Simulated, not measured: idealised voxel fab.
The following is a process module called voxel air gaps.
This is section cut - it's 225 nm across, gridded in 5 nm square cells.
A cross-section in this document is a grid of square cells, and it is written down as bands, the top band listed before the ones below it; a band is made up of one or more rows of cells.
Per band: top height and bottom height in nm, followed by the left-to-right materials and their widths in nm; "all across" marks a single material spanning edge to edge, "blank" marks empty space.
Height is counted from the level 0, under which the received wafer is composed throughout of one material. The lowest of the bands is not closed at the bottom but continues downward, in the notation "0 and below".
Think of "30->40" as a width that walks from the first number to the second as you go down the band, top row to bottom row, taking equal-sized steps from row to row.
Step note "no alteration" = no cross-section cell changed.
The list in "Unvented voids" covers empty spaces of 8 cells or more that cannot reach the top through any open way, and it gives each as width x height at distance; the distance is from the left edge, and width, height and distance are in nm.
On a step's line, text after the settings is the simulator commenting on that step.
overlay nm: step with mask; distance mask lay right of planned place; negative value = left of planned place.
The remainder of this document consists of a sequence of paired cross-sections. Each pair presents the cross-section prior to one process step together with the cross-section following it, the latter being rendered only as deep as the lowest band that underwent change. The intervening step, together with its settings, is stated beneath each pair. Because the pairs may originate from different runs of this module on the same starting wafer, a given pair is to be read as continuing from the preceding pair only where its entry headed "Pre-process cross-section" so indicates.
Pre-process cross-section
> 55 down to 15 | SiO2 55 nm  blank 20 nm  SiO2 25 nm  blank 20 nm  SiO2 25 nm  blank 20 nm  SiO2 60 nm
> 15 down to 10 | W all across
> 10 down to 0 | SiO2 all across
> 0 and below | Si all across
> Unvented voids: none
Section, Post-Step
> 60 down to 55 | TiN 60 nm  blank 10 nm  TiN 35 nm  blank 10 nm  TiN 35 nm  blank 10 nm  TiN 65 nm
> 55 down to 20 | SiO2 55 nm  TiN 5 nm  blank 10 nm  TiN 5 nm  SiO2 25 nm  TiN 5 nm  blank 10 nm  TiN 5 nm  SiO2 25 nm  TiN 5 nm  blank 10 nm  TiN 5 nm  SiO2 60 nm
> 20 down to 15 | SiO2 55 nm  TiN 20 nm  SiO2 25 nm  TiN 20 nm  SiO2 25 nm  TiN 20 nm  SiO2 60 nm
> For the remainder of the cross-section, below 15, there is no change.
> Unvented voids: none
Between the cross-sections above, the step performed was CONFORMAL_DEP: material TiN, thk nm 5
Pre-process cross-section: same picture as after in the pair right above, so we don't repeat it.
Section, Post-Step
> 70 down to 60 | W all across
> 60 down to 55 | TiN 60 nm  W 10 nm  TiN 35 nm  W 10 nm  TiN 35 nm  W 10 nm  TiN 65 nm
> 55 down to 20 | SiO2 55 nm  TiN 5 nm  W 10 nm  TiN 5 nm  SiO2 25 nm  TiN 5 nm  W 10 nm  TiN 5 nm  SiO2 25 nm  TiN 5 nm  W 10 nm  TiN 5 nm  SiO2 60 nm
> For the remainder of the cross-section, below 20, there is no change.
> Unvented voids: none
Between the cross-sections above, the step performed was FILL_DEP: material W, thk nm 10
Pre-process cross-section: same picture as after in the pair right above, so we don't repeat it.
Section, Post-Step
> 55 down to 20 | SiO2 55 nm  TiN 5 nm  W 10 nm  TiN 5 nm  SiO2 25 nm  TiN 5 nm  W 10 nm  TiN 5 nm  SiO2 25 nm  TiN 5 nm  W 10 nm  TiN 5 nm  SiO2 60 nm
> For the remainder of the cross-section, below 20, there is no change.
> Unvented voids: none
Between the cross-sections above, the step performed was CMP: height nm 55
Pre-process cross-section: same picture as after in the pair right above, so we don't repeat it.
Section, Post-Step
> 65 down to 55 | blank 45 nm  Ru 40 nm  blank 5 nm  Ru 40 nm  blank 5 nm  Ru 40 nm  blank 50 nm
> For the remainder of the cross-section, below 55, there is no change.
> Unvented voids: none
Between the cross-sections above, the step performed was EPI: material Ru, thk nm 10
Pre-process cross-section: same picture as after in the pair right above, so we don't repeat it.
Section, Post-Step
> 65 down to 55 | blank 45 nm  Ru 40 nm  blank 5 nm  Ru 40 nm  blank 5 nm  Ru 40 nm  blank 50 nm
> 55 down to 20 | blank 55 nm  TiN 5 nm  W 10 nm  TiN 5 nm  blank 25 nm  TiN 5 nm  W 10 nm  TiN 5 nm  blank 25 nm  TiN 5 nm  W 10 nm  TiN 5 nm  blank 60 nm
> 20 down to 15 | blank 55 nm  TiN 20 nm  blank 25 nm  TiN 20 nm  blank 25 nm  TiN 20 nm  blank 60 nm
> For the remainder of the cross-section, below 15, there is no change.
> Unvented voids: none
Between the cross-sections above, the step performed was SELECTIVE_ETCH: etch materials SiO2, depth nm 50
Pre-process cross-section: same picture as after in the pair right above, so we don't repeat it.
Section, Post-Step
> 70 down to 65 | blank 40 nm  SiCN 140 nm  blank 45 nm
> 65 down to 55 | blank 40 nm  SiCN 5 nm  Ru 40 nm  SiCN 5 nm  Ru 40 nm  SiCN 5 nm  Ru 40 nm  SiCN 5 nm  blank 45 nm
> 55 down to 50 | blank 40 nm  SiCN 15 nm  TiN 5 nm  W 10 nm  TiN 5 nm  SiCN 25 nm  TiN 5 nm  W 10 nm  TiN 5 nm  SiCN 25 nm  TiN 5 nm  W 10 nm  TiN 5 nm  SiCN 15 nm  blank 45 nm
> 50 down to 20 | blank 50 nm  SiCN 5 nm  TiN 5 nm  W 10 nm  TiN 5 nm  SiCN 5 nm  blank 15 nm  SiCN 5 nm  TiN 5 nm  W 10 nm  TiN 5 nm  SiCN 5 nm  blank 15 nm  SiCN 5 nm  TiN 5 nm  W 10 nm  TiN 5 nm  SiCN 5 nm  blank 55 nm
> 20 down to 15 | SiCN 55 nm  TiN 20 nm  SiCN 25 nm  TiN 20 nm  SiCN 25 nm  TiN 20 nm  SiCN 60 nm
> For the remainder of the cross-section, below 15, there is no change.
> Unvented voids: 15 x 30 at 80; 15 x 30 at 125
Between the cross-sections above, the step performed was CONFORMAL_DEP: material SiCN, thk nm 5
Pre-process cross-section
> 55 down to 15 | SiO2 all across
> 15 down to 10 | SiCN all across
> 10 down to 0 | SiO2 all across
> 0 and below | Si all across
> Unvented voids: none
Section, Post-Step
> 70 down to 55 | blank 55 nm  resist 20 nm  blank 25 nm  resist 20 nm  blank 25 nm  resist 20 nm  blank 60 nm
> For the remainder of the cross-section, below 55, there is no change.
> Unvented voids: none
Between the cross-sections above, the step performed was PATTERN: tone cover, mask id LINES, material resist, width nm 20, pitch nm 45, thk nm 15, overlay nm 0
Pre-process cross-section: same picture as after in the pair right above, so we don't repeat it.
Section, Post-Step
> 70 down to 55 | blank 55 nm  resist 20 nm  blank 25 nm  resist 20 nm  blank 25 nm  resist 20 nm  blank 60 nm
> 55 down to 15 | blank 55 nm  SiO2 20 nm  blank 25 nm  SiO2 20 nm  blank 25 nm  SiO2 20 nm  blank 60 nm
> For the remainder of the cross-section, below 15, there is no change.
> Unvented voids: none
Between the cross-sections above, the step performed was DIRECTIONAL_ETCH: etch materials SiO2, depth nm 40
Pre-process cross-section: same picture as after in the pair right above, so we don't repeat it.
Section, Post-Step
> 55 down to 15 | blank 55 nm  SiO2 20 nm  blank 25 nm  SiO2 20 nm  blank 25 nm  SiO2 20 nm  blank 60 nm
> For the remainder of the cross-section, below 15, there is no change.
> Unvented voids: none
Between the cross-sections above, the step performed was STRIP: etch materials resist
Pre-process cross-section: same picture as after in the pair right above, so we don't repeat it.
Section, Post-Step
> 60 down to 55 | blank 50 nm  TiN 30 nm  blank 15 nm  TiN 30 nm  blank 15 nm  TiN 30 nm  blank 55 nm
> 55 down to 20 | blank 50 nm  TiN 5 nm  SiO2 20 nm  TiN 5 nm  blank 15 nm  TiN 5 nm  SiO2 20 nm  TiN 5 nm  blank 15 nm  TiN 5 nm  SiO2 20 nm  TiN 5 nm  blank 55 nm
> 20 down to 15 | TiN 55 nm  SiO2 20 nm  TiN 25 nm  SiO2 20 nm  TiN 25 nm  SiO2 20 nm  TiN 60 nm
> For the remainder of the cross-section, below 15, there is no change.
> Unvented voids: none
Between the cross-sections above, the step performed was CONFORMAL_DEP: material TiN, thk nm 5
Pre-process cross-section: same picture as after in the pair right above, so we don't repeat it.
Section, Post-Step
> 70 down to 60 | W all across
> 60 down to 55 | W 50 nm  TiN 30 nm  W 15 nm  TiN 30 nm  W 15 nm  TiN 30 nm  W 55 nm
> 55 down to 20 | W 50 nm  TiN 5 nm  SiO2 20 nm  TiN 5 nm  W 15 nm  TiN 5 nm  SiO2 20 nm  TiN 5 nm  W 15 nm  TiN 5 nm  SiO2 20 nm  TiN 5 nm  W 55 nm
> For the remainder of the cross-section, below 20, there is no change.
> Unvented voids: none
Between the cross-sections above, the step performed was FILL_DEP: material W, thk nm 10
Pre-process cross-section: same picture as after in the pair right above, so we don't repeat it.
Section, Post-Step
> 55 down to 20 | W 50 nm  TiN 5 nm  SiO2 20 nm  TiN 5 nm  W 15 nm  TiN 5 nm  SiO2 20 nm  TiN 5 nm  W 15 nm  TiN 5 nm  SiO2 20 nm  TiN 5 nm  W 55 nm
> For the remainder of the cross-section, below 20, there is no change.
> Unvented voids: none
Between the cross-sections above, the step performed was CMP: height nm 55
Pre-process cross-section: same picture as after in the pair right above, so we don't repeat it.
Section, Post-Step
> 65 down to 55 | Ru all across
> For the remainder of the cross-section, below 55, there is no change.
> Unvented voids: none
Between the cross-sections above, the step performed was EPI: material Ru, thk nm 10
Pre-process cross-section: same picture as after in the pair right above, so we don't repeat it.
Section, Post-Step
> 70 down to 65 | SiCN all across
> For the remainder of the cross-section, below 65, there is no change.
> Unvented voids: none
Between the cross-sections above, the step performed was CONFORMAL_DEP: material SiCN, thk nm 5
